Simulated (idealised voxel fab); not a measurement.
process module | voxel spacer lines
cross-section cut | 295 nm wide | cells 5 nm
A cross-section is a grid of square cells, given in bands from the top down. A band is one or more rows of cells.
Each band's line starts with the height of the band's top and of its bottom, in nm. Then come its materials from left to right, each with its width in nm. One material with "throughout" fills the band from edge to edge. "air" is empty space.
Height 0 is the level under which the wafer as received is all one material. The lowest band goes on downwards, as in "0 down".
A width such as "30 to 40" changes by the same amount from each row of cells to the next, from the band's top row to its bottom row.
"no change" after a step means that no cell of the cross-section changed.
closed voids: empty space of 8 cells or more with no open way to the top, each as width x height at its distance from the left edge, in nm
after a step's settings: what the simulator itself notes on the step
overlay nm, on a step with a mask: how far to the right of its planned place the mask lay; to the left if negative
plan
1 op RECEIVE | material Si
2 op CONFORMAL_DEP | material Al2O3 | thk nm 10
3 op DIRECTIONAL_DEP | material TiN | thk nm 10
4 op DIRECTIONAL_DEP | material aC | thk nm 20
5 op PATTERN | tone cover | mask id MANDREL | material resist | width nm 25 | pitch nm 70 | thk nm 25 | overlay nm 0
6 op DIRECTIONAL_ETCH | etch materials aC | depth nm 20
7 op STRIP | etch materials resist
8 op CONFORMAL_DEP | material SiO2 | thk nm 10
9 op DIRECTIONAL_ETCH | etch materials SiO2 | depth nm 10
10 op STRIP | etch materials aC
11 op DIRECTIONAL_ETCH | etch materials TiN | depth nm 10
12 op STRIP | etch materials SiO2
13 op FILL_DEP | material SiO2 | thk nm 5
14 op CMP | height nm 20
as received, after step 1
  0 down: Si throughout
  closed voids: none
first wafer at the end, as planned
  20 to 10: SiO2 55 | TiN 10 | SiO2 25 | TiN 10 | SiO2 25 | TiN 10 | SiO2 25 | TiN 10 | SiO2 25 | TiN 10 | SiO2 25 | TiN 10 | SiO2 55
  10 to 0: Al2O3 throughout
  0 down: Si throughout
  closed voids: none
second wafer at the end: like start, like plan, one mistake
  20 to 10: SiO2 60 | TiN 5 | SiO2 25 | TiN 5 | SiO2 35 | TiN 5 | SiO2 25 | TiN 5 | SiO2 35 | TiN 5 | SiO2 25 | TiN 5 | SiO2 60
  10 to 0: Al2O3 throughout
  0 down: Si throughout
  closed voids: none
what went wrong: step 8 ran as: op CONFORMAL_DEP | material SiO2 | thk nm 5
at the end the second wafer has, in cells: 12 more of SiO2 | 12 fewer of TiN
